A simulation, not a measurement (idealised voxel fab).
Process module name: voxel spacer lines
185 nm wide, 5 nm square cells: that's cross-section cut.
How to read a cross-section here: the picture is a grid of square cells, written as bands going from the top down, and any band can span one or more rows of cells.
Heads up on the band format: heights come first, top then bottom, in nm. After that it's the materials left to right, each with its width in nm. A single material flagged "everywhere" fills the whole band edge to edge, and "empty" means there's empty space there.
A quick word on heights: they are counted from 0, and under that level the wafer as it came to us is one material throughout. The lowest band is different from the rest in having no bottom; it simply continues downward, written as in "0 down".
Graded width ("30->40"): value in top row of band = first number; value in bottom row = second number; row-to-row change constant.
"nothing changed" means the step left every cell of the cross-section as it was.
Empty spaces without an open route to the top, at least 8 cells in extent, make up the entry "Voids, enclosed"; each is given as width x height at distance, where the distance is measured from the left edge, and all are in nm.
Note: text after step settings on the step line = simulator remark on that step.
Each step line may optionally specify "overlay nm", which for a step with a mask gives the rightward distance between the mask's planned place and where it lay, a negative value indicating the leftward direction.
THE STEPS PLANNED FOR THE PROCESS ARE AS FOLLOWS
| 1 | RECEIVE (material Si) |
| 2 | CONFORMAL_DEP (material Al2O3; thk nm 10) |
| 3 | DIRECTIONAL_DEP (material SiN; thk nm 10) |
| 4 | DIRECTIONAL_DEP (material polySi; thk nm 30) |
| 5 | PATTERN (tone cover; mask id MANDREL; material resist; width nm 20; pitch nm 60; thk nm 40; overlay nm 0) |
| 6 | DIRECTIONAL_ETCH (etch materials polySi; depth nm 30) |
| 7 | STRIP (etch materials resist) |
| 8 | CONFORMAL_DEP (material SiO2; thk nm 10) |
| 9 | DIRECTIONAL_ETCH (etch materials SiO2; depth nm 10) |
| 10 | STRIP (etch materials polySi) |
| 11 | DIRECTIONAL_ETCH (etch materials SiN; depth nm 10) |
| 12 | STRIP (etch materials SiO2) |
FIRST OF TWO WAFERS, WITH THE RUN CARRIED OUT AS PLANNED
HERE'S WHAT THE WAFER LOOKED LIKE IN CROSS-SECTION WHEN IT ARRIVED - THAT'S AFTER STEP 1
0 down: Si everywhere
Voids, enclosed: none
AFTER STEP 2
10 to 0: Al2O3 everywhere
Beneath the level 0, the cross-section is identical to its previous state.
AFTER STEP 3
20 to 10: SiN everywhere
Beneath the level 10, the cross-section is identical to its previous state.
AFTER STEP 4
50 to 20: polySi everywhere
Beneath the level 20, the cross-section is identical to its previous state.
AFTER STEP 5
90 to 50: 20 nm empty, then 20 nm resist, then 40 nm empty, then 20 nm resist, then 40 nm empty, then 20 nm resist, then 25 nm empty
Beneath the level 50, the cross-section is identical to its previous state.
AFTER STEP 6
90 to 50: 20 nm empty, then 20 nm resist, then 40 nm empty, then 20 nm resist, then 40 nm empty, then 20 nm resist, then 25 nm empty
50 to 20: 20 nm empty, then 20 nm polySi, then 40 nm empty, then 20 nm polySi, then 40 nm empty, then 20 nm polySi, then 25 nm empty
Beneath the level 20, the cross-section is identical to its previous state.
AFTER STEP 7
50 to 20: 20 nm empty, then 20 nm polySi, then 40 nm empty, then 20 nm polySi, then 40 nm empty, then 20 nm polySi, then 25 nm empty
Beneath the level 20, the cross-section is identical to its previous state.
AFTER STEP 8
60 to 50: 10 nm empty, then 40 nm SiO2, then 20 nm empty, then 40 nm SiO2, then 20 nm empty, then 40 nm SiO2, then 15 nm empty
50 to 30: 10 nm empty, then 10 nm SiO2, then 20 nm polySi, then 10 nm SiO2, then 20 nm empty, then 10 nm SiO2, then 20 nm polySi, then 10 nm SiO2, then 20 nm empty, then 10 nm SiO2, then 20 nm polySi, then 10 nm SiO2, then 15 nm empty
30 to 20: 20 nm SiO2, then 20 nm polySi, then 40 nm SiO2, then 20 nm polySi, then 40 nm SiO2, then 20 nm polySi, then 25 nm SiO2
Beneath the level 20, the cross-section is identical to its previous state.
AFTER STEP 9
50 to 20: 10 nm empty, then 10 nm SiO2, then 20 nm polySi, then 10 nm SiO2, then 20 nm empty, then 10 nm SiO2, then 20 nm polySi, then 10 nm SiO2, then 20 nm empty, then 10 nm SiO2, then 20 nm polySi, then 10 nm SiO2, then 15 nm empty
Beneath the level 20, the cross-section is identical to its previous state.
AFTER STEP 10
50 to 20: 10 nm empty, then 10 nm SiO2, then 20 nm empty, then 10 nm SiO2, then 20 nm empty, then 10 nm SiO2, then 20 nm empty, then 10 nm SiO2, then 20 nm empty, then 10 nm SiO2, then 20 nm empty, then 10 nm SiO2, then 15 nm empty
Beneath the level 20, the cross-section is identical to its previous state.
AFTER STEP 11
50 to 20: 10 nm empty, then 10 nm SiO2, then 20 nm empty, then 10 nm SiO2, then 20 nm empty, then 10 nm SiO2, then 20 nm empty, then 10 nm SiO2, then 20 nm empty, then 10 nm SiO2, then 20 nm empty, then 10 nm SiO2, then 15 nm empty
20 to 10: 10 nm empty, then 10 nm SiN, then 20 nm empty, then 10 nm SiN, then 20 nm empty, then 10 nm SiN, then 20 nm empty, then 10 nm SiN, then 20 nm empty, then 10 nm SiN, then 20 nm empty, then 10 nm SiN, then 15 nm empty
Beneath the level 10, the cross-section is identical to its previous state.
AFTER STEP 12
20 to 10: 10 nm empty, then 10 nm SiN, then 20 nm empty, then 10 nm SiN, then 20 nm empty, then 10 nm SiN, then 20 nm empty, then 10 nm SiN, then 20 nm empty, then 10 nm SiN, then 20 nm empty, then 10 nm SiN, then 15 nm empty
Beneath the level 10, the cross-section is identical to its previous state.
REGARDING THE SECOND OF THE TWO WAFERS: IT SHARED THE FIRST WAFER'S STARTING CONDITION AND PROCESS PLAN, YET ONE ERROR OCCURRED DURING ITS EXECUTION. ITS HISTORY COINCIDES WITH THAT OF THE FIRST WAFER UP TO AND INCLUDING STEP 1
Second wafer at the planned finish of step 2, seen in cross-section: nothing changed
SECOND WAFER AT THE PLANNED FINISH OF STEP 3, SEEN IN CROSS-SECTION
10 to 0: SiN everywhere
Beneath the level 0, the cross-section is identical to its previous state.
SECOND WAFER AT THE PLANNED FINISH OF STEP 4, SEEN IN CROSS-SECTION
40 to 10: polySi everywhere
Beneath the level 10, the cross-section is identical to its previous state.
SECOND WAFER AT THE PLANNED FINISH OF STEP 5, SEEN IN CROSS-SECTION
80 to 40: 20 nm empty, then 20 nm resist, then 40 nm empty, then 20 nm resist, then 40 nm empty, then 20 nm resist, then 25 nm empty
Beneath the level 40, the cross-section is identical to its previous state.
SECOND WAFER AT THE PLANNED FINISH OF STEP 6, SEEN IN CROSS-SECTION
80 to 40: 20 nm empty, then 20 nm resist, then 40 nm empty, then 20 nm resist, then 40 nm empty, then 20 nm resist, then 25 nm empty
40 to 10: 20 nm empty, then 20 nm polySi, then 40 nm empty, then 20 nm polySi, then 40 nm empty, then 20 nm polySi, then 25 nm empty
Beneath the level 10, the cross-section is identical to its previous state.
SECOND WAFER AT THE PLANNED FINISH OF STEP 7, SEEN IN CROSS-SECTION
40 to 10: 20 nm empty, then 20 nm polySi, then 40 nm empty, then 20 nm polySi, then 40 nm empty, then 20 nm polySi, then 25 nm empty
Beneath the level 10, the cross-section is identical to its previous state.
SECOND WAFER AT THE PLANNED FINISH OF STEP 8, SEEN IN CROSS-SECTION
50 to 40: 10 nm empty, then 40 nm SiO2, then 20 nm empty, then 40 nm SiO2, then 20 nm empty, then 40 nm SiO2, then 15 nm empty
40 to 20: 10 nm empty, then 10 nm SiO2, then 20 nm polySi, then 10 nm SiO2, then 20 nm empty, then 10 nm SiO2, then 20 nm polySi, then 10 nm SiO2, then 20 nm empty, then 10 nm SiO2, then 20 nm polySi, then 10 nm SiO2, then 15 nm empty
20 to 10: 20 nm SiO2, then 20 nm polySi, then 40 nm SiO2, then 20 nm polySi, then 40 nm SiO2, then 20 nm polySi, then 25 nm SiO2
Beneath the level 10, the cross-section is identical to its previous state.
SECOND WAFER AT THE PLANNED FINISH OF STEP 9, SEEN IN CROSS-SECTION
40 to 10: 10 nm empty, then 10 nm SiO2, then 20 nm polySi, then 10 nm SiO2, then 20 nm empty, then 10 nm SiO2, then 20 nm polySi, then 10 nm SiO2, then 20 nm empty, then 10 nm SiO2, then 20 nm polySi, then 10 nm SiO2, then 15 nm empty
Beneath the level 10, the cross-section is identical to its previous state.
SECOND WAFER AT THE PLANNED FINISH OF STEP 10, SEEN IN CROSS-SECTION
40 to 10: 10 nm empty, then 10 nm SiO2, then 20 nm empty, then 10 nm SiO2, then 20 nm empty, then 10 nm SiO2, then 20 nm empty, then 10 nm SiO2, then 20 nm empty, then 10 nm SiO2, then 20 nm empty, then 10 nm SiO2, then 15 nm empty
Beneath the level 10, the cross-section is identical to its previous state.
SECOND WAFER AT THE PLANNED FINISH OF STEP 11, SEEN IN CROSS-SECTION
40 to 10: 10 nm empty, then 10 nm SiO2, then 20 nm empty, then 10 nm SiO2, then 20 nm empty, then 10 nm SiO2, then 20 nm empty, then 10 nm SiO2, then 20 nm empty, then 10 nm SiO2, then 20 nm empty, then 10 nm SiO2, then 15 nm empty
10 to 0: 10 nm empty, then 10 nm SiN, then 20 nm empty, then 10 nm SiN, then 20 nm empty, then 10 nm SiN, then 20 nm empty, then 10 nm SiN, then 20 nm empty, then 10 nm SiN, then 20 nm empty, then 10 nm SiN, then 15 nm empty
Beneath the level 0, the cross-section is identical to its previous state.
SECOND WAFER AT THE PLANNED FINISH OF STEP 12, SEEN IN CROSS-SECTION
10 to 0: 10 nm empty, then 10 nm SiN, then 20 nm empty, then 10 nm SiN, then 20 nm empty, then 10 nm SiN, then 20 nm empty, then 10 nm SiN, then 20 nm empty, then 10 nm SiN, then 20 nm empty, then 10 nm SiN, then 15 nm empty
Beneath the level 0, the cross-section is identical to its previous state.
What was the processing mistake? skipped: plan step 2 (never run)
The closing comparison, in cells, has the second wafer with more or fewer of some materials than the first: -74 Al2O3
